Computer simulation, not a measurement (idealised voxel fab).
Name of the process module below: voxel wiring stack
The width of the displayed cross-section, cut, is 175 nm; its cells are square, with a size of 5 nm.
Cross-section format: a grid of square cells, given as bands from top to bottom; each band is one or more rows of cells. Band: top height; bottom height; in nm. Then, left to right: material with width in nm, for each material. "throughout": a single material spanning edge to edge. "blank": empty space. Basically, 0 is our baseline, since under it the wafer straight out of the box is all one material. The bottom band has no lower end and keeps on going down, so it looks like "0 nm and below". The notation "30..40" denotes a width that varies across the rows of cells in the band, beginning at the first number in the top row, finishing at the second number in the bottom row, and changing by an identical amount from each row to the next. Basically "no alterations made" means that step didn't change any cell in the cross-section. The entry titled "Fully sealed cavities" provides the empty spaces that have no open way to the top, restricted to those of 8 cells or more. Each is presented as width x height at distance, the distance being measured from the left edge, with all three in nm. after a step's settings: what the simulator itself notes on the step. Among the settings permitted on a step's line is "overlay nm"; applied to a step with a mask, it specifies the extent to which the mask lay to the right of its planned position, whereas a negative figure signifies a position to the left.
[The process steps that were planned are listed below]
1) RECEIVE with material Si
2) CONFORMAL_DEP with material SiO2, thk nm 15
3) DIRECTIONAL_DEP with material TiN, thk nm 5
4) DIRECTIONAL_DEP with material W, thk nm 15
5) DIRECTIONAL_DEP with material aC, thk nm 10
6) PATTERN with tone cover, mask id METAL_1, material resist, width nm 25, pitch nm 55, thk nm 25, overlay nm 0
7) DIRECTIONAL_ETCH with etch materials aC, depth nm 10
8) STRIP with etch materials resist
9) DIRECTIONAL_ETCH with etch materials W, depth nm 15
10) DIRECTIONAL_ETCH with etch materials TiN, depth nm 5
11) STRIP with etch materials aC
12) CONFORMAL_DEP with material SiCN, thk nm 5
13) FILL_DEP with material SiO2, thk nm 5
14) CMP with height nm 35
15) CONFORMAL_DEP with material SiCN, thk nm 5
16) DIRECTIONAL_DEP with material lowk, thk nm 30
17) MASKED_ETCH with tone open, mask id METAL_2_HOLES, width nm 15, etch materials lowk, depth nm 30, overlay nm 0
18) MASKED_ETCH with tone open, mask id METAL_2, width nm 25, pitch nm 55, etch materials lowk, depth nm 20, overlay nm 0
19) MASKED_ETCH with tone open, mask id METAL_2, width nm 25, pitch nm 55, etch materials SiCN, depth nm 5, overlay nm 0
20) CONFORMAL_DEP with material TiN, thk nm 5
21) FILL_DEP with material Cu, thk nm 10
22) CMP with height nm 70
23) CONFORMAL_DEP with material SiN, thk nm 5
[As-received wafer cross-section (after step 1)]
- 0 nm and below | Si throughout
- Fully sealed cavities: none
[Cross-section, end of module. Start: as above. Plan: as above. Execution: one mistake]
- 75 nm to 70 nm | SiN throughout
- 70 nm to 65 nm | SiCN 45 nm | TiN 25 nm | SiCN 30 nm | TiN 25 nm | SiCN 50 nm
- 65 nm to 35 nm | lowk throughout
- 35 nm to 20 nm | SiO2 40 nm | SiCN 5 nm | W 25 nm | SiCN 5 nm | SiO2 20 nm | SiCN 5 nm | W 25 nm | SiCN 5 nm | SiO2 45 nm
- 20 nm to 15 nm | SiCN 45 nm | TiN 25 nm | SiCN 30 nm | TiN 25 nm | SiCN 50 nm
- 15 nm to 0 nm | SiO2 throughout
- 0 nm and below | Si throughout
- Fully sealed cavities: none
What was done differently from what was planned? steps 15 and 16 got flipped, so each one ran where the other should have
